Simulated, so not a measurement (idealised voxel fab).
The process module presented herein is designated voxel fin reveal.
It is cross-section cut that appears here, measuring 165 nm in width, its square cells being 5 nm in size.
The cross-sections in this document take the form of a grid made of square cells. They are written out as bands, in order from top to bottom. Each band consists of one or more rows of cells. This entry defines a band. It first specifies the height of the band's top and the height of its bottom in nm, and then specifies the band's materials from left to right, stating each material with its width in nm. The word "edge to edge" identifies a single material that fills the band from edge to edge, while the word "empty" identifies empty space. Beneath 0, the wafer as received is one material, and that level is where height counting begins. The lowest band goes on downward without a bottom; it is written like "top 0, no bottom". Quick explanation for "30..40": the width changes in equal steps down the rows of cells, from the first number in the band's top row to the second number in its bottom row. Given "all unchanged" for a step, no cell of the cross-section differs between before and after that step. The label "Enclosed internal cavities" introduces a list of the empty spaces, 8 cells or larger, that have no open way up to the top; each entry in it reads width x height at distance, where the distance is taken from the left edge and all three are stated in nm. Note: text after step settings on the step line = simulator remark on that step. A step's line can hold "overlay nm"; with a mask on that step, the setting says how far right of the planned place the mask lay, while a negative setting says it lay to the left.

## Planned step list for the process
1 RECEIVE with material Si
2 CONFORMAL_DEP with material SiN, thk nm 5
3 PATTERN with tone cover, mask id FINS, material resist, width nm 15, pitch nm 35, thk nm 20, overlay nm 0
4 DIRECTIONAL_ETCH with etch materials SiN, depth nm 5
5 DIRECTIONAL_ETCH with etch materials Si, depth nm 30
6 STRIP with etch materials resist
7 OXIDIZE with depth nm 5
8 FILL_DEP with material SiO2, thk nm 5
9 CMP with height nm 5
10 SELECTIVE_ETCH with etch materials SiO2, depth nm 20
11 STRIP with etch materials SiN
12 CONFORMAL_DEP with material HfO2, thk nm 5

## Below: the first of two wafers, run as planned

## Wafer at receipt (post step 1), cross-section
	top 0, no bottom  Si edge to edge
	Enclosed internal cavities: none

## Upon completion of step 2, the wafer appears in cross-section as shown
	top 5, bottom 0  SiN edge to edge
	Below 0 it's all the same as before, nothing changed down there.

## Upon completion of step 3, the wafer appears in cross-section as shown
	top 25, bottom 5  empty: 20, resist: 15, empty: 20, resist: 15, empty: 20, resist: 15, empty: 20, resist: 15, empty: 25
	Below 5 it's all the same as before, nothing changed down there.

## Upon completion of step 4, the wafer appears in cross-section as shown
	top 25, bottom 5  empty: 20, resist: 15, empty: 20, resist: 15, empty: 20, resist: 15, empty: 20, resist: 15, empty: 25
	top 5, bottom 0  empty: 20, SiN: 15, empty: 20, SiN: 15, empty: 20, SiN: 15, empty: 20, SiN: 15, empty: 25
	Below 0 it's all the same as before, nothing changed down there.

## Upon completion of step 5, the wafer appears in cross-section as shown
	top 25, bottom 5  empty: 20, resist: 15, empty: 20, resist: 15, empty: 20, resist: 15, empty: 20, resist: 15, empty: 25
	top 5, bottom 0  empty: 20, SiN: 15, empty: 20, SiN: 15, empty: 20, SiN: 15, empty: 20, SiN: 15, empty: 25
	top 0, bottom -30  empty: 20, Si: 15, empty: 20, Si: 15, empty: 20, Si: 15, empty: 20, Si: 15, empty: 25
	Below -30 it's all the same as before, nothing changed down there.

## Upon completion of step 6, the wafer appears in cross-section as shown
	top 5, bottom 0  empty: 20, SiN: 15, empty: 20, SiN: 15, empty: 20, SiN: 15, empty: 20, SiN: 15, empty: 25
	Below 0 it's all the same as before, nothing changed down there.

## Upon completion of step 7, the wafer appears in cross-section as shown
	top 5, bottom 0  empty: 20, SiN: 15, empty: 20, SiN: 15, empty: 20, SiN: 15, empty: 20, SiN: 15, empty: 25
	top 0, bottom -30  empty: 20, SiO2: 5, Si: 5, SiO2: 5, empty: 20, SiO2: 5, Si: 5, SiO2: 5, empty: 20, SiO2: 5, Si: 5, SiO2: 5, empty: 20, SiO2: 5, Si: 5, SiO2: 5, empty: 25
	top -30, bottom -35  SiO2: 25, Si: 5, SiO2: 30, Si: 5, SiO2: 30, Si: 5, SiO2: 30, Si: 5, SiO2: 30
	Below -35 it's all the same as before, nothing changed down there.

## Upon completion of step 8, the wafer appears in cross-section as shown
	top 10, bottom 5  SiO2 edge to edge
	top 5, bottom 0  SiO2: 20, SiN: 15, SiO2: 20, SiN: 15, SiO2: 20, SiN: 15, SiO2: 20, SiN: 15, SiO2: 25
	top 0, bottom -35  SiO2: 25, Si: 5, SiO2: 30, Si: 5, SiO2: 30, Si: 5, SiO2: 30, Si: 5, SiO2: 30
	Below -35 it's all the same as before, nothing changed down there.

## Upon completion of step 9, the wafer appears in cross-section as shown
	top 5, bottom 0  SiO2: 20, SiN: 15, SiO2: 20, SiN: 15, SiO2: 20, SiN: 15, SiO2: 20, SiN: 15, SiO2: 25
	Below 0 it's all the same as before, nothing changed down there.

## Upon completion of step 10, the wafer appears in cross-section as shown
	top 5, bottom 0  empty: 20, SiN: 15, empty: 20, SiN: 15, empty: 20, SiN: 15, empty: 20, SiN: 15, empty: 25
	top 0, bottom -15  empty: 25, Si: 5, empty: 30, Si: 5, empty: 30, Si: 5, empty: 30, Si: 5, empty: 30
	Below -15 it's all the same as before, nothing changed down there.

## Upon completion of step 11, the wafer appears in cross-section as shown
	top 0, bottom -15  empty: 25, Si: 5, empty: 30, Si: 5, empty: 30, Si: 5, empty: 30, Si: 5, empty: 30
	Below -15 it's all the same as before, nothing changed down there.

## Upon completion of step 12, the wafer appears in cross-section as shown
	top 5, bottom 0  empty: 20, HfO2: 15, empty: 20, HfO2: 15, empty: 20, HfO2: 15, empty: 20, HfO2: 15, empty: 25
	top 0, bottom -10  empty: 20, HfO2: 5, Si: 5, HfO2: 5, empty: 20, HfO2: 5, Si: 5, HfO2: 5, empty: 20, HfO2: 5, Si: 5, HfO2: 5, empty: 20, HfO2: 5, Si: 5, HfO2: 5, empty: 25
	top -10, bottom -15  HfO2: 25, Si: 5, HfO2: 30, Si: 5, HfO2: 30, Si: 5, HfO2: 30, Si: 5, HfO2: 30
	Below -15 it's all the same as before, nothing changed down there.

## Second wafer. Start and plan as for the first. One mistake made in running. Agrees with the first up to and including step 11

## The second wafer in cross-section, at the planned close of step 12
	top 5, bottom 0  empty: 20, SiO2: 15, empty: 20, SiO2: 15, empty: 20, SiO2: 15, empty: 20, SiO2: 15, empty: 25
	top 0, bottom -10  empty: 20, SiO2: 5, Si: 5, SiO2: 5, empty: 20, SiO2: 5, Si: 5, SiO2: 5, empty: 20, SiO2: 5, Si: 5, SiO2: 5, empty: 20, SiO2: 5, Si: 5, SiO2: 5, empty: 25
	top -10, bottom -35  SiO2: 25, Si: 5, SiO2: 30, Si: 5, SiO2: 30, Si: 5, SiO2: 30, Si: 5, SiO2: 30
	Below -35 it's all the same as before, nothing changed down there.
Short version of what went wrong: step 12 did not use the planned setting and instead ran as CONFORMAL_DEP with material SiO2, thk nm 5
Wrapping up, a cell-based count of both wafers puts the second over or under the first for these materials: HfO2: 57 fewer | SiO2: 57 more
